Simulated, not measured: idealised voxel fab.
process module | voxel lift off
The cross-section shown here is cut; it is 275 nm wide and divided into square cells measuring 5 nm on a side.
Reading order for cross-sections: top band down to bottom band. Underlying form: a grid of square cells. Band size: one or more rows of cells.
Basically the band line says how high the top is and how high the bottom is, in nm, and then what's in it from left to right, every material with its width in nm. Empty space shows up as "blank", and if a single material carries "throughout" it runs the full band edge to edge.
For the purposes of this specification, 0 denotes the height below which the wafer in its as-received condition is composed wholly of one material, and the lowermost band, lacking a lower limit, extends downward without end, as expressed in "0 -> down".
Read "30..40" as a graded width: first number on top, second number at the bottom, same change between each pair of neighbouring rows.
"no change occurred" after a step means that no cell of the cross-section changed.
This entry, "Fully closed voids", enumerates those empty regions of no fewer than 8 cells that possess no open connection to the top. Each region is reported in the form width x height at distance, the distance being taken from the left edge, with all three quantities expressed in nm.
Whatever follows a step's settings on its line is a remark the simulator itself makes about that step.
On any step carrying a mask, the "overlay nm" setting, if present on the step's line, tells how far right of its planned place the mask lay; negative values point to the left.
-- Here's what the planned process steps look like
1,RECEIVE,material Si
2,CONFORMAL_DEP,material SiO2,thk nm 15
3,PATTERN,tone open,mask id LINES,material resist,width nm 30,pitch nm 60,thk nm 20,overlay nm 0
4,DIRECTIONAL_DEP,material Ru,thk nm 5
5,STRIP,etch materials resist
6,CONFORMAL_DEP,material SiCN,thk nm 5
Wafer-to-wafer difference: thk nm, step 4. Common start. Plan = first wafer's value.
-- Cross-sectional view of the first of several wafers in the as-received condition, corresponding to the state following step 1
	0 -> down  Si throughout
	Fully closed voids: none
-- Per wafer, end of module: cells gained (+) or lost (-) per material since receipt, then closed voids
thk nm 5, +12 Ru, +59 SiCN, +165 SiO2, Fully closed voids: none
thk nm 10, +24 Ru, +63 SiCN, +165 SiO2, Fully closed voids: none
thk nm 15, +36 Ru, +67 SiCN, +165 SiO2, Fully closed voids: none
